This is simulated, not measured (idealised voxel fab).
process module | voxel ribs on slabs
cross-section cut | 205 nm wide | cells 5 nm
A cross-section is a grid of square cells, given in bands from the top down. A band is one or more rows of cells.
Each band's line starts with the height of the band's top and of its bottom, in nm. Then come its materials from left to right, each with its width in nm. One material with "throughout" fills the band from edge to edge. "air" is empty space.
Height 0 is the level under which the wafer as received is all one material. The lowest band goes on downwards, as in "0 down".
A width such as "30 to 40" changes by the same amount from each row of cells to the next, from the band's top row to its bottom row.
"no change" after a step means that no cell of the cross-section changed.
closed voids: empty space of 8 cells or more with no open way to the top, each as width x height at its distance from the left edge, in nm
after a step's settings: what the simulator itself notes on the step
overlay nm, on a step with a mask: how far to the right of its planned place the mask lay; to the left if negative
plan
1 op RECEIVE | material Si
2 op DIRECTIONAL_DEP | material SiO2 | thk nm 25
3 op DIRECTIONAL_DEP | material SiN | thk nm 15
4 op DIRECTIONAL_DEP | material aC | thk nm 10
5 op PATTERN | tone cover | mask id RIB | material resist | width nm 20 | thk nm 25 | overlay nm 0
6 op DIRECTIONAL_ETCH | etch materials aC | depth nm 10
7 op STRIP | etch materials resist
8 op DIRECTIONAL_ETCH | etch materials SiN | depth nm 5
9 op STRIP | etch materials aC
10 op MASKED_ETCH | tone cover | mask id SLAB | width nm 60 | etch materials SiN | depth nm 10 | overlay nm 0
11 op FILL_DEP | material SiO2 | thk nm 15
12 op CMP | height nm 50
13 op DIRECTIONAL_DEP | material W | thk nm 10
14 op PATTERN | tone cover | mask id HEATER | material resist | width nm 30 | thk nm 15 | overlay nm 0
15 op DIRECTIONAL_ETCH | etch materials W | depth nm 10
16 op STRIP | etch materials resist
17 op CONFORMAL_DEP | material SiN | thk nm 5
first wafer, as planned
as received, after step 1
  0 down: Si throughout
  closed voids: none
after step 2
  25 to 0: SiO2 throughout
  below 0: unchanged
after step 3
  40 to 25: SiN throughout
  below 25: unchanged
after step 4
  50 to 40: aC throughout
  below 40: unchanged
after step 5
  75 to 50: air 90 | resist 20 | air 95
  below 50: unchanged
after step 6
  65 to 50: air 90 | resist 20 | air 95
  50 to 40: air 90 | aC 20 | air 95
  below 40: unchanged
after step 7
  50 to 40: air 90 | aC 20 | air 95
  below 40: unchanged
after step 8
  50 to 40: air 90 | aC 20 | air 95
  40 to 35: air 90 | SiN 20 | air 95
  below 35: unchanged
after step 9
  40 to 35: air 90 | SiN 20 | air 95
  below 35: unchanged
after step 10
  40 to 35: air 90 | SiN 20 | air 95
  35 to 25: air 70 | SiN 60 | air 75
  below 25: unchanged
after step 11
  55 to 40: SiO2 throughout
  40 to 35: SiO2 90 | SiN 20 | SiO2 95
  35 to 25: SiO2 70 | SiN 60 | SiO2 75
  below 25: unchanged
after step 12
  50 to 40: SiO2 throughout
  below 40: unchanged
after step 13
  60 to 50: W throughout
  below 50: unchanged
after step 14
  75 to 60: air 85 | resist 30 | air 90
  below 60: unchanged
after step 15
  75 to 60: air 85 | resist 30 | air 90
  60 to 50: air 85 | W 30 | air 90
  below 50: unchanged
after step 16
  60 to 50: air 85 | W 30 | air 90
  below 50: unchanged
after step 17
  65 to 60: air 80 | SiN 40 | air 85
  60 to 55: air 80 | SiN 5 | W 30 | SiN 5 | air 85
  55 to 50: SiN 85 | W 30 | SiN 90
  below 50: unchanged
second wafer: like start, like plan, one mistake. Through step 16 it matches the first wafer
when step 17 should have ended
  75 to 65: air 70 | SiN 60 | air 75
  65 to 60: SiN throughout
  60 to 50: SiN 85 | W 30 | SiN 90
  below 50: unchanged
what went wrong: step 17 ran as: op CONFORMAL_DEP | material SiN | thk nm 15
at the end the second wafer has, in cells: 90 more of SiN
